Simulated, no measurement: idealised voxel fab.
voxel capacitor over wiring: a process module
For reference, the cross-section in this document is cut, with width 205 nm and square cells of 5 nm.
The cross-sections in this document take the form of a grid made of square cells. They are written out as bands, in order from top to bottom. Each band consists of one or more rows of cells. Read a band's entry like this: the first values are the height of its top and the height of its bottom in nm, and what follows is the sequence of materials from left to right, each with its width in nm. Note that "empty" is empty space, and that a single material marked "edge to edge" reaches across the band from edge to edge. The level at which height equals 0 is the one under which the wafer, as it arrives, is entirely one material. No lower edge exists for the bottom band, which continues downward and is notated as in "0 and below". When a width is written as two numbers, as in "30..40", the first number is the width in the top row of cells of the band and the second is the width in its bottom row, and the width changes by the same amount from each row to the next. Basically "nothing altered" means that step didn't change any cell in the cross-section. Closed-off voids of 8+ cells (no open route to the top) go in "Enclosed void catalog", written width x height at distance from the left edge, in nm. Past the settings on a step's line: simulator remark, on that step. The optional step-line setting "overlay nm" applies to steps with a mask and quantifies how far to the right of its planned location the mask lay, a negative value indicating leftward placement.
The process steps that were planned are listed below
step 1: op RECEIVE | material Si
step 2: op CONFORMAL_DEP | material SiO2 | thk nm 10
step 3: op CONFORMAL_DEP | material SiCN | thk nm 5
step 4: op DIRECTIONAL_DEP | material SiO2 | thk nm 25
step 5: op MASKED_ETCH | tone open | mask id METAL_1 | width nm 20 | pitch nm 75 | etch materials SiO2 | depth nm 25 | overlay nm 0
step 6: op MASKED_ETCH | tone open | mask id METAL_1 | width nm 20 | pitch nm 75 | etch materials SiCN | depth nm 5 | overlay nm 0
step 7: op CONFORMAL_DEP | material TiN | thk nm 5
step 8: op FILL_DEP | material Cu | thk nm 5
step 9: op CMP | height nm 40
step 10: op CONFORMAL_DEP | material SiCN | thk nm 5
step 11: op DIRECTIONAL_DEP | material lowk | thk nm 20
step 12: op PATTERN | tone open | mask id PLUG_1 | material resist | width nm 15 | thk nm 20 | overlay nm 0
step 13: op DIRECTIONAL_ETCH | etch materials lowk | depth nm 20
step 14: op DIRECTIONAL_ETCH | etch materials SiCN | depth nm 5
step 15: op STRIP | etch materials resist
step 16: op EPI | material Ru | thk nm 10
step 17: op EPI | material Ru | thk nm 10
step 18: op EPI | material Ru | thk nm 5
step 19: op DIRECTIONAL_DEP | material TiN | thk nm 10
step 20: op DIRECTIONAL_DEP | material SiN | thk nm 5
step 21: op DIRECTIONAL_DEP | material TiN | thk nm 10
step 22: op PATTERN | tone cover | mask id UPPER_PLATE | material resist | width nm 60 | thk nm 15 | overlay nm 0
step 23: op DIRECTIONAL_ETCH | etch materials TiN | depth nm 10
step 24: op DIRECTIONAL_ETCH | etch materials SiN | depth nm 5
step 25: op STRIP | etch materials resist
step 26: op DIRECTIONAL_DEP | material aC | thk nm 15
step 27: op PATTERN | tone cover | mask id LOWER_PLATE | material resist | width nm 70 | thk nm 30 | overlay nm 0
step 28: op DIRECTIONAL_ETCH | etch materials aC | depth nm 15
step 29: op STRIP | etch materials resist
step 30: op DIRECTIONAL_ETCH | etch materials TiN | depth nm 10
step 31: op STRIP | etch materials aC
step 32: op FILL_DEP | material SiO2 | thk nm 15
step 33: op CMP | height nm 100
step 34: op PATTERN | tone open | mask id PLUG_2 | material resist | width nm 15 | thk nm 15 | overlay nm 0
step 35: op DIRECTIONAL_ETCH | etch materials SiO2 | depth nm 10
step 36: op STRIP | etch materials resist
step 37: op CONFORMAL_DEP | material TiN | thk nm 5
step 38: op FILL_DEP | material Ru | thk nm 5
step 39: op CMP | height nm 100
step 40: op CONFORMAL_DEP | material SiCN | thk nm 5
As-received state of the wafer in cross-section, equivalent to post-step 1
0 and below: Si edge to edge
Enclosed void catalog: none
Wafer cross-section at end of module: start and plan as shown above, one execution error
105 down to 100: SiCN edge to edge
100 down to 95: SiO2 70, then TiN 5, then Ru 5, then TiN 5, then SiO2 120
95 down to 90: SiO2 70, then TiN 15, then SiO2 120
90 down to 85: SiO2 edge to edge
85 down to 75: SiO2 60, then TiN 60, then SiO2 85
75 down to 65: SiO2 55, then TiN 70, then SiO2 80
65 down to 45: lowk 60, then Ru 15, then lowk 130
45 down to 40: SiCN 60, then Ru 15, then SiCN 130
40 down to 15: SiO2 55, then TiN 5, then Cu 10, then TiN 5, then SiO2 55, then TiN 5, then Cu 10, then TiN 5, then SiO2 55
15 down to 10: SiCN 55, then TiN 20, then SiCN 55, then TiN 20, then SiCN 55
10 down to 0: SiO2 edge to edge
0 and below: Si edge to edge
Enclosed void catalog: none
Want to know what went wrong? step 20 in the plan did not get run; it was skipped
